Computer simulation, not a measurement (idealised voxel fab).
The following is a process module called voxel self aligned vias.
The cross-section on display is named cut; it measures 250 nm wide, and its cells are 5 nm squares.
Cross-section, as written here: a square-cell grid given band by band from the top down, where a band holds one or more rows of cells.
Each band's line starts with the height of the band's top and of its bottom, in nm. Then come its materials from left to right, each with its width in nm. One material with "all across" fills the band from edge to edge. "blank" is empty space.
We count height from 0. Below that, the starting wafer is all one material. The lowest band never ends at the bottom but goes on down; see "from 0 down" for how that is written.
Width "30 to 40": first value at the band's top row of cells, second value at its bottom row, equal change from row to row.
Where a step carries "remains unaltered", the cross-section came out of it unchanged, cell for cell.
The label "Closed void table" introduces a list of the empty spaces, 8 cells or larger, that have no open way up to the top; each entry in it reads width x height at distance, where the distance is taken from the left edge and all three are stated in nm.
Note: text after step settings on the step line = simulator remark on that step.
Each step line may optionally specify "overlay nm", which for a step with a mask gives the rightward distance between the mask's planned place and where it lay, a negative value indicating the leftward direction.
**Set out below are the planned steps of the process**
1 op RECEIVE | material Si
2 op CONFORMAL_DEP | material SiO2 | thk nm 15
3 op CONFORMAL_DEP | material SiCN | thk nm 5
4 op DIRECTIONAL_DEP | material SiO2 | thk nm 25
5 op MASKED_ETCH | tone open | mask id LINES | width nm 25 | pitch nm 65 | etch materials SiO2 | depth nm 25 | overlay nm 0
6 op CONFORMAL_DEP | material TiN | thk nm 5
7 op FILL_DEP | material W | thk nm 5
8 op CMP | height nm 45
9 op SELECTIVE_ETCH | etch materials W Ru TiN | depth nm 10
10 op FILL_DEP | material SiN | thk nm 10
11 op CMP | height nm 45
12 op DIRECTIONAL_DEP | material SiO2 | thk nm 20
13 op MASKED_ETCH | tone open | mask id VIAS | width nm 35 | pitch nm 65 | etch materials SiO2 | depth nm 20 | overlay nm 0
14 op MASKED_ETCH | tone open | mask id VIAS | width nm 35 | pitch nm 65 | etch materials SiN | depth nm 10 | overlay nm 0
15 op CONFORMAL_DEP | material TiN | thk nm 5
16 op FILL_DEP | material W | thk nm 10
17 op CMP | height nm 65
18 op CONFORMAL_DEP | material SiN | thk nm 5
**Below: the first of two wafers, run as planned**
**This is the cross-section of the wafer as we received it, i.e. after step 1**
	from 0 down = Si all across
	Closed void table: none
**Wafer after step 2 (cross-section)**
	from 15 to 0 = SiO2 all across
	Beneath the level 0, the cross-section is identical to its previous state.
**Wafer after step 3 (cross-section)**
	from 20 to 15 = SiCN all across
	Beneath the level 15, the cross-section is identical to its previous state.
**Wafer after step 4 (cross-section)**
	from 45 to 20 = SiO2 all across
	Beneath the level 20, the cross-section is identical to its previous state.
**Wafer after step 5 (cross-section)**
	from 45 to 20 = SiO2 80, blank 25, SiO2 40, blank 25, SiO2 80
	Beneath the level 20, the cross-section is identical to its previous state.
**Wafer after step 6 (cross-section)**
	from 50 to 45 = TiN 85, blank 15, TiN 50, blank 15, TiN 85
	from 45 to 25 = SiO2 80, TiN 5, blank 15, TiN 5, SiO2 40, TiN 5, blank 15, TiN 5, SiO2 80
	from 25 to 20 = SiO2 80, TiN 25, SiO2 40, TiN 25, SiO2 80
	Beneath the level 20, the cross-section is identical to its previous state.
**Wafer after step 7 (cross-section)**
	from 55 to 50 = W all across
	from 50 to 45 = TiN 85, W 15, TiN 50, W 15, TiN 85
	from 45 to 25 = SiO2 80, TiN 5, W 15, TiN 5, SiO2 40, TiN 5, W 15, TiN 5, SiO2 80
	Beneath the level 25, the cross-section is identical to its previous state.
**Wafer after step 8 (cross-section)**
	from 45 to 25 = SiO2 80, TiN 5, W 15, TiN 5, SiO2 40, TiN 5, W 15, TiN 5, SiO2 80
	Beneath the level 25, the cross-section is identical to its previous state.
**Wafer after step 9 (cross-section)**
	from 45 to 35 = SiO2 80, blank 25, SiO2 40, blank 25, SiO2 80
	Beneath the level 35, the cross-section is identical to its previous state.
**Wafer after step 10 (cross-section)**
	from 55 to 45 = SiN all across
	from 45 to 35 = SiO2 80, SiN 25, SiO2 40, SiN 25, SiO2 80
	Beneath the level 35, the cross-section is identical to its previous state.
**Wafer after step 11 (cross-section)**
	from 45 to 35 = SiO2 80, SiN 25, SiO2 40, SiN 25, SiO2 80
	Beneath the level 35, the cross-section is identical to its previous state.
**Wafer after step 12 (cross-section)**
	from 65 to 45 = SiO2 all across
	Beneath the level 45, the cross-section is identical to its previous state.
**Wafer after step 13 (cross-section)**
	from 65 to 45 = SiO2 75, blank 35, SiO2 30, blank 35, SiO2 75
	Beneath the level 45, the cross-section is identical to its previous state.
**Wafer after step 14 (cross-section)**
	from 65 to 45 = SiO2 75, blank 35, SiO2 30, blank 35, SiO2 75
	from 45 to 35 = SiO2 80, blank 25, SiO2 40, blank 25, SiO2 80
	Beneath the level 35, the cross-section is identical to its previous state.
**Wafer after step 15 (cross-section)**
	from 70 to 65 = TiN 80, blank 25, TiN 40, blank 25, TiN 80
	from 65 to 50 = SiO2 75, TiN 5, blank 25, TiN 5, SiO2 30, TiN 5, blank 25, TiN 5, SiO2 75
	from 50 to 40 = SiO2 75 to 80, TiN 10 to 5, blank 15, TiN 10 to 5, SiO2 30 to 40, TiN 10 to 5, blank 15, TiN 10 to 5, SiO2 75 to 80
	from 40 to 35 = SiO2 80, TiN 25, SiO2 40, TiN 25, SiO2 80
	Beneath the level 35, the cross-section is identical to its previous state.
**Wafer after step 16 (cross-section)**
	from 80 to 70 = W all across
	from 70 to 65 = TiN 80, W 25, TiN 40, W 25, TiN 80
	from 65 to 50 = SiO2 75, TiN 5, W 25, TiN 5, SiO2 30, TiN 5, W 25, TiN 5, SiO2 75
	from 50 to 40 = SiO2 75 to 80, TiN 10 to 5, W 15, TiN 10 to 5, SiO2 30 to 40, TiN 10 to 5, W 15, TiN 10 to 5, SiO2 75 to 80
	Beneath the level 40, the cross-section is identical to its previous state.
**Wafer after step 17 (cross-section)**
	from 65 to 50 = SiO2 75, TiN 5, W 25, TiN 5, SiO2 30, TiN 5, W 25, TiN 5, SiO2 75
	Beneath the level 50, the cross-section is identical to its previous state.
**Wafer after step 18 (cross-section)**
	from 70 to 65 = SiN all across
	Beneath the level 65, the cross-section is identical to its previous state.
**Notes, second wafer: start = first wafer's, plan = first wafer's, execution had one mistake; history identical to first through step 16**
Cross-section of the second wafer at the time by which step 17 should have been completed according to the plan: remains unaltered
**Cross-section of the second wafer at the time by which step 18 should have been completed according to the plan**
	from 85 to 80 = SiN all across
	Beneath the level 80, the cross-section is identical to its previous state.
So what did we get wrong on this run? the plan's step 17 was left out and never carried out
Final tally in cells, some materials are higher or lower on the second wafer than on the first: TiN: 40 more | W: 110 more
